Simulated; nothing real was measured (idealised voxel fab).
process module | voxel transistor to metal
cross-section cut | 215 nm wide | cells 5 nm
A cross-section is a grid of square cells, given in bands from the top down. A band is one or more rows of cells.
Each band's line starts with the height of the band's top and of its bottom, in nm. Then come its materials from left to right, each with its width in nm. One material with "throughout" fills the band from edge to edge. "air" is empty space.
Height 0 is the level under which the wafer as received is all one material. The lowest band goes on downwards, as in "0 down".
A width such as "30 to 40" changes by the same amount from each row of cells to the next, from the band's top row to its bottom row.
"no change" after a step means that no cell of the cross-section changed.
closed voids: empty space of 8 cells or more with no open way to the top, each as width x height at its distance from the left edge, in nm
after a step's settings: what the simulator itself notes on the step
overlay nm, on a step with a mask: how far to the right of its planned place the mask lay; to the left if negative
plan
1 op RECEIVE | material Si
2 op CONFORMAL_DEP | material SiO2 | thk nm 5
3 op CONFORMAL_DEP | material SiN | thk nm 15
4 op DIRECTIONAL_DEP | material aC | thk nm 15
5 op PATTERN | tone cover | mask id ACTIVE | material resist | width nm 120 | thk nm 35 | overlay nm 0
6 op DIRECTIONAL_ETCH | etch materials aC | depth nm 15
7 op STRIP | etch materials resist
8 op DIRECTIONAL_ETCH | etch materials SiN | depth nm 15
9 op DIRECTIONAL_ETCH | etch materials SiO2 | depth nm 5
10 op DIRECTIONAL_ETCH | etch materials Si | depth nm 20
11 op STRIP | etch materials aC
12 op OXIDIZE | depth nm 5
13 op FILL_DEP | material SiO2 | thk nm 15
14 op CMP | height nm 20
15 op SELECTIVE_ETCH | etch materials SiO2 | depth nm 10
16 op STRIP | etch materials SiN
17 op SELECTIVE_ETCH | etch materials SiO2 | depth nm 5
18 op OXIDIZE | depth nm 5
19 op DIRECTIONAL_DEP | material polySi | thk nm 25
20 op DIRECTIONAL_DEP | material SiCN | thk nm 10
21 op MASKED_ETCH | tone cover | mask id GATE | width nm 30 | etch materials SiCN | depth nm 20 | overlay nm 0
22 op MASKED_ETCH | tone cover | mask id GATE | width nm 30 | etch materials polySi | depth nm 35 | overlay nm 0
23 op CONFORMAL_DEP | material SiO2 | thk nm 5
24 op DIRECTIONAL_ETCH | etch materials SiO2 | depth nm 5
25 op CONFORMAL_DEP | material SiN | thk nm 10
26 op DIRECTIONAL_ETCH | etch materials SiN | depth nm 10
27 op DIRECTIONAL_ETCH | etch materials SiO2 | depth nm 5
28 op EPI | material nSi | thk nm 5
29 op FILL_DEP | material SiO2 | thk nm 10
30 op CMP | height nm 25
31 op STRIP | etch materials polySi
32 op SELECTIVE_ETCH | etch materials SiO2 | depth nm 5
33 op CONFORMAL_DEP | material HfO2 | thk nm 5
34 op CONFORMAL_DEP | material TiN | thk nm 5
35 op FILL_DEP | material W | thk nm 10
36 op CMP | height nm 20
37 op DIRECTIONAL_DEP | material SiO2 | thk nm 10
38 op PATTERN | tone open | mask id CONTACT | material resist | width nm 20 | pitch nm 90 | thk nm 20 | overlay nm 0
39 op DIRECTIONAL_ETCH | etch materials SiO2 | depth nm 30
40 op STRIP | etch materials resist
41 op CONFORMAL_DEP | material TiN | thk nm 5
42 op FILL_DEP | material Ru | thk nm 5
43 op CMP | height nm 30
44 op DIRECTIONAL_DEP | material TiN | thk nm 5
45 op DIRECTIONAL_DEP | material Ru | thk nm 15
46 op PATTERN | tone cover | mask id METAL_1 | material resist | width nm 20 | pitch nm 90 | thk nm 20 | overlay nm 0
47 op DIRECTIONAL_ETCH | etch materials Ru | depth nm 15
48 op DIRECTIONAL_ETCH | etch materials TiN | depth nm 5
49 op STRIP | etch materials resist
50 op CONFORMAL_DEP | material SiCN | thk nm 5
51 op FILL_DEP | material SiO2 | thk nm 5
52 op CMP | height nm 50
53 op CONFORMAL_DEP | material SiN | thk nm 5
as received, after step 1
  0 down: Si throughout
  closed voids: none
a wafer at the end: this start, this plan, one mistake
  55 to 50: TiN throughout
  50 to 35: SiO2 45 | SiCN 5 | Ru 20 | SiCN 5 | SiO2 60 | SiCN 5 | Ru 20 | SiCN 5 | SiO2 50
  35 to 30: SiCN 50 | TiN 20 | SiCN 70 | TiN 20 | SiCN 55
  30 to 20: SiO2 50 | TiN 5 | Ru 10 | TiN 5 | SiO2 70 | TiN 5 | Ru 10 | TiN 5 | SiO2 55
  20 to 10: SiO2 50 | TiN 5 | Ru 10 | TiN 5 | SiO2 5 | SiN 10 | HfO2 5 | TiN 5 | W 20 | TiN 5 | HfO2 5 | SiN 10 | SiO2 5 | TiN 5 | Ru 10 | TiN 5 | SiO2 55
  10 to 5: SiO2 50 | TiN 10 | Ru 5 | TiN 5 | SiO2 5 | SiN 10 | HfO2 5 | TiN 5 | W 20 | TiN 5 | HfO2 5 | SiN 10 | SiO2 5 | TiN 5 | Ru 5 | TiN 10 | SiO2 55
  5 to 0: SiO2 45 | SiN 10 | TiN 15 | SiO2 5 | SiN 10 | HfO2 5 | TiN 30 | HfO2 5 | SiN 10 | SiO2 5 | TiN 15 | SiN 10 | SiO2 50
  0 to -5: SiO2 55 | nSi 20 | SiO2 10 | HfO2 40 | SiO2 10 | nSi 20 | SiO2 60
  -5 to -25: SiO2 50 | Si 110 | SiO2 55
  -25 down: Si throughout
  closed voids: none
what went wrong: step 53 ran as: op CONFORMAL_DEP | material TiN | thk nm 5
